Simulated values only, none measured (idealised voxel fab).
Documented hereafter: the process module known as voxel transistor to metal.
Each square cell in cross-section cut measures 5 nm, and the section as a whole is 170 nm wide.
Each cross-section below is a grid of square cells, stated as bands in top-down order, with one or more rows of cells making up each band. In this notation a band is specified by the heights of its top and bottom, in that order and in nm, after which its materials appear from left to right, each paired with its width in nm. The word "full width" attached to a single material means that material fills the band from edge to edge; the word "air" stands for empty space. It should be noted that heights are counted from 0, beneath which the wafer as supplied is of one material throughout, and that the lowest band possesses no lower boundary but continues downward, as written in "from 0 down". The two numbers in a width such as "30..40" mark its ends across the band: the first belongs to the top row of cells, the second to the bottom row, and from each row to the next the width moves by the same amount. Step note "nothing got changed" = no cross-section cell changed. The label "closed voids" introduces a list of the empty spaces, 8 cells or larger, that have no open way up to the top; each entry in it reads width x height at distance, where the distance is taken from the left edge and all three are stated in nm. Past the settings on a step's line: simulator remark, on that step. The optional step-line setting "overlay nm" applies to steps with a mask and quantifies how far to the right of its planned location the mask lay, a negative value indicating leftward placement.

**The process steps that were planned are listed below**
1: RECEIVE: material Si
2: OXIDIZE: depth nm 5
3: CONFORMAL_DEP: material SiN, thk nm 10
4: DIRECTIONAL_DEP: material aC, thk nm 10
5: PATTERN: tone cover, mask id ACTIVE, material resist, width nm 105, thk nm 25, overlay nm 0
6: DIRECTIONAL_ETCH: etch materials aC, depth nm 10
7: STRIP: etch materials resist
8: DIRECTIONAL_ETCH: etch materials SiN, depth nm 10
9: DIRECTIONAL_ETCH: etch materials SiO2, depth nm 5
10: DIRECTIONAL_ETCH: etch materials Si, depth nm 30
11: STRIP: etch materials aC
12: FILL_DEP: material SiO2, thk nm 10
13: CMP: height nm 10
14: SELECTIVE_ETCH: etch materials SiO2, depth nm 10
15: STRIP: etch materials SiN
16: SELECTIVE_ETCH: etch materials SiO2, depth nm 5
17: OXIDIZE: depth nm 5
18: DIRECTIONAL_DEP: material polySi, thk nm 30
19: DIRECTIONAL_DEP: material SiCN, thk nm 15
20: DIRECTIONAL_DEP: material aC, thk nm 10
21: PATTERN: tone cover, mask id GATE, material resist, width nm 25, thk nm 25, overlay nm 0
22: DIRECTIONAL_ETCH: etch materials aC, depth nm 10
23: STRIP: etch materials resist
24: DIRECTIONAL_ETCH: etch materials SiCN, depth nm 25
25: DIRECTIONAL_ETCH: etch materials polySi, depth nm 40
26: STRIP: etch materials aC
27: CONFORMAL_DEP: material SiN, thk nm 10
28: DIRECTIONAL_ETCH: etch materials SiN, depth nm 10
29: DIRECTIONAL_ETCH: etch materials SiO2, depth nm 5
30: DIRECTIONAL_ETCH: etch materials Si, depth nm 5
31: EPI: material nSi, thk nm 5
32: FILL_DEP: material SiO2, thk nm 5
33: CMP: height nm 25
34: STRIP: etch materials polySi
35: SELECTIVE_ETCH: etch materials SiO2, depth nm 5
36: CONFORMAL_DEP: material HfO2, thk nm 5
37: CONFORMAL_DEP: material TiN, thk nm 5
38: FILL_DEP: material W, thk nm 5
39: CMP: height nm 20
40: DIRECTIONAL_DEP: material SiO2, thk nm 10
41: MASKED_ETCH: tone open, mask id CONTACT, width nm 20, pitch nm 75, etch materials SiO2, depth nm 40, overlay nm 0
42: CONFORMAL_DEP: material TiN, thk nm 5
43: FILL_DEP: material Ru, thk nm 10
44: CMP: height nm 30
45: CONFORMAL_DEP: material SiCN, thk nm 5
46: DIRECTIONAL_DEP: material SiO2, thk nm 25
47: DIRECTIONAL_DEP: material aC, thk nm 10
48: PATTERN: tone open, mask id METAL_1, material resist, width nm 20, pitch nm 75, thk nm 30, overlay nm 0
49: DIRECTIONAL_ETCH: etch materials aC, depth nm 10
50: STRIP: etch materials resist
51: DIRECTIONAL_ETCH: etch materials SiO2, depth nm 25
52: DIRECTIONAL_ETCH: etch materials SiCN, depth nm 5
53: STRIP: etch materials aC
54: CONFORMAL_DEP: material TiN, thk nm 5
55: FILL_DEP: material Cu, thk nm 5
56: CMP: height nm 60
57: CONFORMAL_DEP: material SiN, thk nm 5

**Cross-sectional view of the wafer in its as-received condition, corresponding to the state after step 1**
- from 0 down = Si full width
- closed voids: none

**Final wafer profile in cross-section after the module, from the same start and plan as above, with one mistake made during processing**
- from 65 to 60 = SiN full width
- from 60 to 50 = SiO2: 35; TiN: 5; Cu: 10; TiN: 5; SiO2: 55; TiN: 5; Cu: 10; TiN: 5; SiO2: 40
- from 50 to 45 = SiCN: 35; TiN: 20; SiCN: 55; TiN: 20; SiCN: 40
- from 45 to 35 = Ru full width
- from 35 to 30 = TiN: 40; Ru: 10; TiN: 65; Ru: 10; TiN: 45
- from 30 to 20 = SiO2: 35; TiN: 5; Ru: 10; TiN: 5; SiO2: 55; TiN: 5; Ru: 10; TiN: 5; SiO2: 40
- from 20 to 0 = SiO2: 35; TiN: 5; Ru: 10; TiN: 5; SiO2: 5; SiN: 10; HfO2: 5; TiN: 5; W: 5; TiN: 5; HfO2: 5; SiN: 10; SiO2: 5; TiN: 5; Ru: 10; TiN: 5; SiO2: 40
- from 0 to -5 = SiO2: 35; TiN: 5; Ru: 10; TiN: 5; SiO2: 5; SiN: 10; HfO2: 5; TiN: 15; HfO2: 5; SiN: 10; SiO2: 5; TiN: 5; Ru: 10; TiN: 5; SiO2: 40
- from -5 to -10 = SiO2: 35; TiN: 20; nSi: 5; SiO2: 5; HfO2: 35; SiO2: 5; nSi: 5; TiN: 20; SiO2: 40
- from -10 to -15 = SiO2: 30; nSi: 30; Si: 45; nSi: 30; SiO2: 35
- from -15 to -35 = SiO2: 30; Si: 105; SiO2: 35
- from -35 down = Si full width
- closed voids: none
Which mistake was made when the wafer was run? yeah, step 44 of the plan got skipped, never ran
